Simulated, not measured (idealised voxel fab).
The name of this process module is voxel self aligned vias.
For reference, the cross-section in this document is cut, with width 260 nm and square cells of 5 nm.
Throughout this document, each cross-section is represented as a grid of square cells and is presented as a sequence of bands enumerated from the top downward, where a band comprises one or more rows of cells.
Band: top and bottom heights (nm) first, top before bottom; then materials from left to right, widths in nm. "throughout" marks a sole material filling the band edge to edge. "air" denotes empty space.
A quick word on heights: they are counted from 0, and under that level the wafer as it came to us is one material throughout. The lowest band is different from the rest in having no bottom; it simply continues downward, written as in "top 0, no bottom".
Graded width ("30->40"): value in top row of band = first number; value in bottom row = second number; row-to-row change constant.
"remains unaltered" for a step: no cell of the cross-section changed in that step.
Voids not open to the top, 8 cells minimum: see "Cavities, sealed". Written width x height at distance; distance is from the left edge; nm.
What comes after the settings on a step's line is commentary from the simulator itself on that step.
When a step includes a mask, the "overlay nm" setting on its line states how far to the right of its planned place that mask lay, and negative values state how far to the left.
## These are the steps we planned for the process
- 1: RECEIVE (material Si)
- 2: CONFORMAL_DEP (material SiO2; thk nm 15)
- 3: CONFORMAL_DEP (material SiCN; thk nm 5)
- 4: DIRECTIONAL_DEP (material SiO2; thk nm 20)
- 5: DIRECTIONAL_DEP (material aC; thk nm 10)
- 6: PATTERN (tone open; mask id LINES; material resist; width nm 30; pitch nm 60; thk nm 25; overlay nm 0)
- 7: DIRECTIONAL_ETCH (etch materials aC; depth nm 10)
- 8: STRIP (etch materials resist)
- 9: DIRECTIONAL_ETCH (etch materials SiO2; depth nm 20)
- 10: STRIP (etch materials aC)
- 11: CONFORMAL_DEP (material TiN; thk nm 5)
- 12: FILL_DEP (material Ru; thk nm 5)
- 13: CMP (height nm 40)
- 14: SELECTIVE_ETCH (etch materials W Ru TiN; depth nm 5)
- 15: FILL_DEP (material SiN; thk nm 10)
- 16: CMP (height nm 40)
- 17: DIRECTIONAL_DEP (material SiO2; thk nm 15)
- 18: MASKED_ETCH (tone open; mask id VIAS; width nm 40; pitch nm 120; etch materials SiO2; depth nm 15; overlay nm 0)
- 19: MASKED_ETCH (tone open; mask id VIAS; width nm 40; pitch nm 120; etch materials SiN; depth nm 5; overlay nm 0)
- 20: CONFORMAL_DEP (material TiN; thk nm 5)
- 21: FILL_DEP (material Ru; thk nm 10)
- 22: CMP (height nm 55)
- 23: CONFORMAL_DEP (material SiN; thk nm 5)
## Incoming wafer in cross-section (state: after step 1)
> top 0, no bottom: Si throughout
> Cavities, sealed: none
## The following cross-section depicts the wafer upon conclusion of the module. Processing commenced from the starting condition illustrated above and adhered to the plan illustrated above, save for one mistake in execution
> top 60, bottom 55: SiN throughout
> top 55, bottom 40: SiO2 (50), then TiN (5), then SiO2 (30), then TiN (5), then SiO2 (80), then TiN (5), then SiO2 (30), then TiN (5), then SiO2 (50)
> top 40, bottom 35: SiO2 (55), then SiN (30), then SiO2 (30), then SiN (30), then SiO2 (30), then SiN (30), then SiO2 (55)
> top 35, bottom 25: SiO2 (55), then TiN (5), then Ru (20), then TiN (5), then SiO2 (30), then TiN (5), then Ru (20), then TiN (5), then SiO2 (30), then TiN (5), then Ru (20), then TiN (5), then SiO2 (55)
> top 25, bottom 20: SiO2 (55), then TiN (30), then SiO2 (30), then TiN (30), then SiO2 (30), then TiN (30), then SiO2 (55)
> top 20, bottom 15: SiCN throughout
> top 15, bottom 0: SiO2 throughout
> top 0, no bottom: Si throughout
> Cavities, sealed: none
Heads up, the wafer didn't run the way we planned it: steps 17 and 18 swapped
